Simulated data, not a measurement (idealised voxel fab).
You're looking at the process module voxel gate over fins.
This is section cut - it's 285 nm across, gridded in 5 nm square cells.
Square cells in a grid make up a cross-section in this document, and the grid is given as bands, listed from the top down, each one or more rows of cells.
The band entry comprises the height of the band's top followed by the height of its bottom, expressed in nm, and subsequently the band's materials from left to right, each stated together with its width in nm. Where a single material is marked with the word "full width", that material fills the band from edge to edge. The word "blank" represents empty space.
All heights in this document are referenced to 0, defined as the level beneath which the wafer, as received, consists entirely of one material. The lowest band is not bounded below; it extends indefinitely downward and is written in the form "from 0 down".
Width spec "30->40" -> top row of cells at first value, bottom row at second value, equal per-row change in between.
Reading "no modification" for a step: not a cell of the cross-section changed in it.
Any empty space of 8 cells or more lacking an open way to the top shows up in "Sealed void list" as width x height at distance, distance from the left edge, in nm.
Text after the settings on a step's line: the simulator's own remark on that step.
You can add "overlay nm" to a step's line. For a step with a mask, it describes how far the mask lay to the right of its planned position, and a negative number describes a lay to the left.

SO HERE'S THE LINEUP OF PROCESS STEPS WE PLANNED
step 1: RECEIVE,material Si
step 2: CONFORMAL_DEP,material SiN,thk nm 5
step 3: MASKED_ETCH,tone cover,mask id FINS,width nm 15,pitch nm 60,etch materials SiN,depth nm 5,overlay nm 0
step 4: MASKED_ETCH,tone cover,mask id FINS,width nm 15,pitch nm 60,etch materials Si,depth nm 35,overlay nm 0
step 5: OXIDIZE,depth nm 5
step 6: FILL_DEP,material SiO2,thk nm 5
step 7: CMP,height nm 5
step 8: PATTERN,tone open,mask id RAIL,material resist,width nm 15,thk nm 20,overlay nm 0
step 9: DIRECTIONAL_ETCH,etch materials SiO2,depth nm 35
step 10: STRIP,etch materials resist
step 11: CONFORMAL_DEP,material TiN,thk nm 5
step 12: FILL_DEP,material W,thk nm 10
step 13: CMP,height nm 5
step 14: SELECTIVE_ETCH,etch materials W Ru TiN,depth nm 30
step 15: FILL_DEP,material SiO2,thk nm 5
step 16: CMP,height nm 5
step 17: SELECTIVE_ETCH,etch materials SiO2,depth nm 20
step 18: STRIP,etch materials SiN
step 19: CONFORMAL_DEP,material HfO2,thk nm 5
step 20: CONFORMAL_DEP,material TiN,thk nm 5
step 21: FILL_DEP,material W,thk nm 10
step 22: CMP,height nm 15
step 23: CONFORMAL_DEP,material SiN,thk nm 10
Wafer-to-wafer difference: width nm, step 3. Common start. Plan = first wafer's value.

FIRST WAFER AS RECEIVED, AFTER STEP 1
  from 0 down = Si full width
  Sealed void list: none

WAFER ROWS; END OF MODULE; CELLS PER MATERIAL SINCE RECEIPT: (+) GAINED, (-) LOST; THEN CLOSED VOIDS
width nm 15; +81 HfO2; -424 Si; +114 SiN; +262 SiO2; +84 TiN; +168 W; Sealed void list: none
width nm 20; +81 HfO2; -392 Si; +114 SiN; +242 SiO2; +84 TiN; +156 W; Sealed void list: none
width nm 25; +81 HfO2; -360 Si; +114 SiN; +222 SiO2; +84 TiN; +144 W; Sealed void list: none
width nm 30; +81 HfO2; -328 Si; +114 SiN; +202 SiO2; +84 TiN; +132 W; Sealed void list: none
